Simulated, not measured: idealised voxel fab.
Title: Process Module voxel tone inversion
For reference, the cross-section in this document is cut, with width 265 nm and square cells of 5 nm.
Cross-section, as written here: a square-cell grid given band by band from the top down, where a band holds one or more rows of cells. The band entry comprises the height of the band's top followed by the height of its bottom, expressed in nm, and subsequently the band's materials from left to right, each stated together with its width in nm. Where a single material is marked with the word "throughout", that material fills the band from edge to edge. The word "blank" represents empty space. Heads up on the height convention: 0 is the point under which the incoming wafer is all one material, and the lowest band has no bottom, it just keeps going down, like "0..down". The notation "30->40" denotes a width that varies across the rows of cells in the band, beginning at the first number in the top row, finishing at the second number in the bottom row, and changing by an identical amount from each row to the next. "same as before" after a step means that no cell of the cross-section changed. Entry "Closed cavities" = empty spaces >= 8 cells with no open way to the top; each as width x height at distance, distance from left edge, all nm. On each step's line, the part that comes after the settings is the simulator's own comment on the step. If you see "overlay nm" on a step's line and that step has a mask, it's telling you how far right of where it was planned the mask ended up; a negative number means it went left instead.
[Here's what the planned process steps look like]
step 1: RECEIVE,material Si
step 2: CONFORMAL_DEP,material SiN,thk nm 10
step 3: DIRECTIONAL_DEP,material polySi,thk nm 20
step 4: PATTERN,tone cover,mask id POSTS,material resist,width nm 15,pitch nm 40,thk nm 30,overlay nm 0
step 5: DIRECTIONAL_ETCH,etch materials polySi,depth nm 20
step 6: STRIP,etch materials resist
step 7: FILL_DEP,material lowk,thk nm 10
step 8: CMP,height nm 30
step 9: STRIP,etch materials polySi
[The first of two wafers, run as planned]
[Cross-section, incoming material, after step 1]
> 0..down | Si throughout
> Closed cavities: none
[Wafer section view after processing step 2]
> 10..0 | SiN throughout
> Rest of section, below 0: as before.
[Wafer section view after processing step 3]
> 30..10 | polySi throughout
> Rest of section, below 10: as before.
[Wafer section view after processing step 4]
> 60..30 | blank=65  resist=15  blank=25  resist=15  blank=25  resist=15  blank=25  resist=15  blank=65
> Rest of section, below 30: as before.
[Wafer section view after processing step 5]
> 60..30 | blank=65  resist=15  blank=25  resist=15  blank=25  resist=15  blank=25  resist=15  blank=65
> 30..10 | blank=65  polySi=15  blank=25  polySi=15  blank=25  polySi=15  blank=25  polySi=15  blank=65
> Rest of section, below 10: as before.
[Wafer section view after processing step 6]
> 30..10 | blank=65  polySi=15  blank=25  polySi=15  blank=25  polySi=15  blank=25  polySi=15  blank=65
> Rest of section, below 10: as before.
[Wafer section view after processing step 7]
> 40..30 | lowk throughout
> 30..10 | lowk=65  polySi=15  lowk=25  polySi=15  lowk=25  polySi=15  lowk=25  polySi=15  lowk=65
> Rest of section, below 10: as before.
[Wafer section view after processing step 8]
> 30..10 | lowk=65  polySi=15  lowk=25  polySi=15  lowk=25  polySi=15  lowk=25  polySi=15  lowk=65
> Rest of section, below 10: as before.
[Wafer section view after processing step 9]
> 30..10 | lowk=65  blank=15  lowk=25  blank=15  lowk=25  blank=15  lowk=25  blank=15  lowk=65
> Rest of section, below 10: as before.
[It is to be noted that the second wafer proceeded from the same initial state and according to the same plan as the first, although one mistake was committed in its execution; through step 3, inclusive, the two wafers share an identical history]
[The second wafer in cross-section, at the planned close of step 4]
> 60..30 | resist=65  blank=15  resist=25  blank=15  resist=25  blank=15  resist=25  blank=15  resist=65
> Rest of section, below 30: as before.
[The second wafer in cross-section, at the planned close of step 5]
> 60..30 | resist=65  blank=15  resist=25  blank=15  resist=25  blank=15  resist=25  blank=15  resist=65
> 30..10 | polySi=65  blank=15  polySi=25  blank=15  polySi=25  blank=15  polySi=25  blank=15  polySi=65
> Rest of section, below 10: as before.
[The second wafer in cross-section, at the planned close of step 6]
> 30..10 | polySi=65  blank=15  polySi=25  blank=15  polySi=25  blank=15  polySi=25  blank=15  polySi=65
> Rest of section, below 10: as before.
[The second wafer in cross-section, at the planned close of step 7]
> 40..30 | lowk throughout
> 30..10 | polySi=65  lowk=15  polySi=25  lowk=15  polySi=25  lowk=15  polySi=25  lowk=15  polySi=65
> Rest of section, below 10: as before.
[The second wafer in cross-section, at the planned close of step 8]
> 30..10 | polySi=65  lowk=15  polySi=25  lowk=15  polySi=25  lowk=15  polySi=25  lowk=15  polySi=65
> Rest of section, below 10: as before.
[The second wafer in cross-section, at the planned close of step 9]
> 30..10 | blank=65  lowk=15  blank=25  lowk=15  blank=25  lowk=15  blank=25  lowk=15  blank=65
> Rest of section, below 10: as before.
Processing error: step 4 was processed under conditions differing from the plan, specifically as PATTERN,tone open,mask id POSTS,material resist,width nm 15,pitch nm 40,thk nm 30,overlay nm 0
At the finish, the second wafer shows more or fewer cells for some materials than the first does: lowk -116
